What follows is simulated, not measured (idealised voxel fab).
The process module that follows is named voxel capacitor over wiring.
The figure presents cross-section cut, which has a width of 155 nm and is divided into square cells with an edge length of 5 nm.
A cross-section in this document is a grid of square cells, and it is written down as bands, the top band listed before the ones below it; a band is made up of one or more rows of cells. Band: top height; bottom height; in nm. Then, left to right: material with width in nm, for each material. "all across": a single material spanning edge to edge. "blank": empty space. The reference from which all heights are counted is 0, the level beneath which the as-received wafer is entirely one material; the lowest band, having no lower bound, proceeds downward and is written after the example "from 0 down". Think of "30..40" as a width that walks from the first number to the second as you go down the band, top row to bottom row, taking equal-sized steps from row to row. No cell of the cross-section changed in a step that is given as "same as before". Any empty space of 8 cells or more lacking an open way to the top shows up in "closed voids" as width x height at distance, distance from the left edge, in nm. Past the settings on a step's line: simulator remark, on that step. On any step carrying a mask, the "overlay nm" setting, if present on the step's line, tells how far right of its planned place the mask lay; negative values point to the left.

# Process steps - plan
- 1: RECEIVE: material Si
- 2: CONFORMAL_DEP: material SiO2, thk nm 10
- 3: CONFORMAL_DEP: material SiCN, thk nm 5
- 4: DIRECTIONAL_DEP: material SiO2, thk nm 10
- 5: DIRECTIONAL_DEP: material aC, thk nm 15
- 6: PATTERN: tone open, mask id METAL_1, material resist, width nm 30, pitch nm 90, thk nm 35, overlay nm 0
- 7: DIRECTIONAL_ETCH: etch materials aC, depth nm 15
- 8: STRIP: etch materials resist
- 9: DIRECTIONAL_ETCH: etch materials SiO2, depth nm 20
- 10: DIRECTIONAL_ETCH: etch materials SiCN, depth nm 5
- 11: STRIP: etch materials aC
- 12: CONFORMAL_DEP: material TiN, thk nm 5
- 13: FILL_DEP: material Ru, thk nm 10
- 14: CMP: height nm 35
- 15: CONFORMAL_DEP: material SiCN, thk nm 5
- 16: DIRECTIONAL_DEP: material SiO2, thk nm 20
- 17: PATTERN: tone open, mask id PLUG_1, material resist, width nm 15, thk nm 20, overlay nm 0
- 18: DIRECTIONAL_ETCH: etch materials SiO2, depth nm 20
- 19: DIRECTIONAL_ETCH: etch materials SiCN, depth nm 5
- 20: STRIP: etch materials resist
- 21: EPI: material Ru, thk nm 10
- 22: EPI: material Ru, thk nm 10
- 23: EPI: material Ru, thk nm 5
- 24: DIRECTIONAL_DEP: material TiN, thk nm 10
- 25: DIRECTIONAL_DEP: material Al2O3, thk nm 5
- 26: DIRECTIONAL_DEP: material TiN, thk nm 10
- 27: DIRECTIONAL_DEP: material aC, thk nm 15
- 28: PATTERN: tone cover, mask id UPPER_PLATE, material resist, width nm 65, thk nm 30, overlay nm 0
- 29: DIRECTIONAL_ETCH: etch materials aC, depth nm 15
- 30: STRIP: etch materials resist
- 31: DIRECTIONAL_ETCH: etch materials TiN, depth nm 10
- 32: DIRECTIONAL_ETCH: etch materials Al2O3, depth nm 5
- 33: STRIP: etch materials aC
- 34: DIRECTIONAL_DEP: material aC, thk nm 10
- 35: PATTERN: tone cover, mask id LOWER_PLATE, material resist, width nm 75, thk nm 30, overlay nm 0
- 36: DIRECTIONAL_ETCH: etch materials aC, depth nm 10
- 37: STRIP: etch materials resist
- 38: DIRECTIONAL_ETCH: etch materials TiN, depth nm 10
- 39: STRIP: etch materials aC
- 40: FILL_DEP: material SiO2, thk nm 15
- 41: CMP: height nm 95
- 42: DIRECTIONAL_DEP: material aC, thk nm 15
- 43: PATTERN: tone open, mask id PLUG_2, material resist, width nm 15, thk nm 35, overlay nm 0
- 44: DIRECTIONAL_ETCH: etch materials aC, depth nm 15
- 45: STRIP: etch materials resist
- 46: DIRECTIONAL_ETCH: etch materials SiO2, depth nm 10
- 47: STRIP: etch materials aC
- 48: CONFORMAL_DEP: material TiN, thk nm 5
- 49: FILL_DEP: material Ru, thk nm 10
- 50: CMP: height nm 95
- 51: CONFORMAL_DEP: material SiN, thk nm 5
Every wafer here starts from the same state; it is the step 4 thk nm that distinguishes them, and the value the plan gives belongs to the first wafer.

# First of several wafers, received after step 1, in cross-section
> from 0 down: Si all across
> closed voids: none

# Gained (+) or lost (-) cells of each material since receipt, then closed voids: one row per wafer, at the end of the module
thk nm 10 | +13 Al2O3 | +71 Ru | +47 SiCN | +31 SiN | +354 SiO2 | +104 TiN | closed voids: none
thk nm 15 | +13 Al2O3 | +48 Ru | +47 SiCN | +31 SiN | +373 SiO2 | +108 TiN | closed voids: none
thk nm 20 | +13 Al2O3 | +48 Ru | +47 SiCN | +31 SiN | +392 SiO2 | +89 TiN | closed voids: none
thk nm 25 | +13 Al2O3 | +32 Ru | +59 SiCN | +31 SiN | +404 SiO2 | +81 TiN | closed voids: none
thk nm 30 | +13 Al2O3 | +24 Ru | +59 SiCN | +31 SiN | +416 SiO2 | +77 TiN | closed voids: none
thk nm 35 | +13 Al2O3 | +16 Ru | +59 SiCN | +31 SiN | +428 SiO2 | +73 TiN | closed voids: none
